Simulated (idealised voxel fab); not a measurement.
Process module, titled voxel plated lines
Displayed cross-section: cut, width of 245 nm, square cells sized 5 nm.
Cross-section = grid of square cells, listed top down in bands; band = one or more rows.
Look at the band entry: it leads with the top's height and the bottom's height in nm. Then it lists the materials left to right, with a width in nm for each. The word "edge to edge" on a single material says that material fills the band edge to edge. The word "blank" is empty space.
Beneath 0, the wafer as received is one material, and that level is where height counting begins. The lowest band goes on downward without a bottom; it is written like "from 0 down".
Per-row width for "30..40": begins at first number (top row of band), ends at second number (bottom row), increment between rows held constant.
For the purposes of this document, the phrase "identical to before" attached to a step denotes that no cell within the cross-section was modified by that step.
Heads up: "Sealed internal voids" only lists the empty pockets with no open path to the top that are 8 cells or more, and it writes them as width x height at distance, distance from the left edge, in nm.
Formally, on a step line, whatever follows the settings is a remark that the simulator itself makes on the step.
The "overlay nm" setting may appear on a step's line; for a step that uses a mask, it gives how far to the right of its planned position the mask lay, and a negative value indicates the left.
[Process steps - plan]
- 1: RECEIVE: material Si
- 2: CONFORMAL_DEP: material SiO2, thk nm 10
- 3: DIRECTIONAL_DEP: material TiN, thk nm 5
- 4: PATTERN: tone open, mask id LINES, material resist, width nm 25, pitch nm 55, thk nm 15, overlay nm -15
- 5: EPI: material Ru, thk nm 10
- 6: STRIP: etch materials resist
- 7: DIRECTIONAL_ETCH: etch materials TiN, depth nm 5
- 8: CONFORMAL_DEP: material SiCN, thk nm 10
Keep in mind the plan's value for the overlay nm of step 4 comes from the first wafer; the wafers don't share that setting, but they do share the same starting point.
[Received condition of the first of several wafers, sectioned: post-step 1]
from 0 down  Si edge to edge
Sealed internal voids: none
[Shown in cross-section: the first of several wafers at the end of the module, after its last step, step 8]
from 35 to 25  blank: 55; SiCN: 45; blank: 10; SiCN: 45; blank: 90
from 25 to 20  blank: 55; SiCN: 10; Ru: 25; SiCN: 10; blank: 10; SiCN: 10; Ru: 25; SiCN: 10; blank: 90
from 20 to 15  SiCN: 65; Ru: 25; SiCN: 30; Ru: 25; SiCN: 100
from 15 to 10  SiCN: 65; TiN: 25; SiCN: 30; TiN: 25; SiCN: 100
from 10 to 0  SiO2 edge to edge
from 0 down  Si edge to edge
Sealed internal voids: none
[End of module, last wafer sectioned]
from 35 to 25  blank: 85; SiCN: 45; blank: 10; SiCN: 45; blank: 60
from 25 to 20  blank: 85; SiCN: 10; Ru: 25; SiCN: 10; blank: 10; SiCN: 10; Ru: 25; SiCN: 10; blank: 60
from 20 to 15  SiCN: 95; Ru: 25; SiCN: 30; Ru: 25; SiCN: 70
from 15 to 10  SiCN: 95; TiN: 25; SiCN: 30; TiN: 25; SiCN: 70
from 10 to 0  SiO2 edge to edge
from 0 down  Si edge to edge
Sealed internal voids: none
[Tabulated below, wafer by wafer, are the end-of-module results: for each material, the number of cells gained (+) or lost (-) relative to the as-received state, followed by the closed voids]
overlay nm -15; +20 Ru; +122 SiCN; +98 SiO2; +10 TiN; Sealed internal voids: none
overlay nm -10; +20 Ru; +122 SiCN; +98 SiO2; +10 TiN; Sealed internal voids: none
overlay nm -5; +20 Ru; +122 SiCN; +98 SiO2; +10 TiN; Sealed internal voids: none
overlay nm 0; +20 Ru; +122 SiCN; +98 SiO2; +10 TiN; Sealed internal voids: none
overlay nm 5; +20 Ru; +122 SiCN; +98 SiO2; +10 TiN; Sealed internal voids: none
overlay nm 10; +20 Ru; +122 SiCN; +98 SiO2; +10 TiN; Sealed internal voids: none
overlay nm 15; +20 Ru; +122 SiCN; +98 SiO2; +10 TiN; Sealed internal voids: none
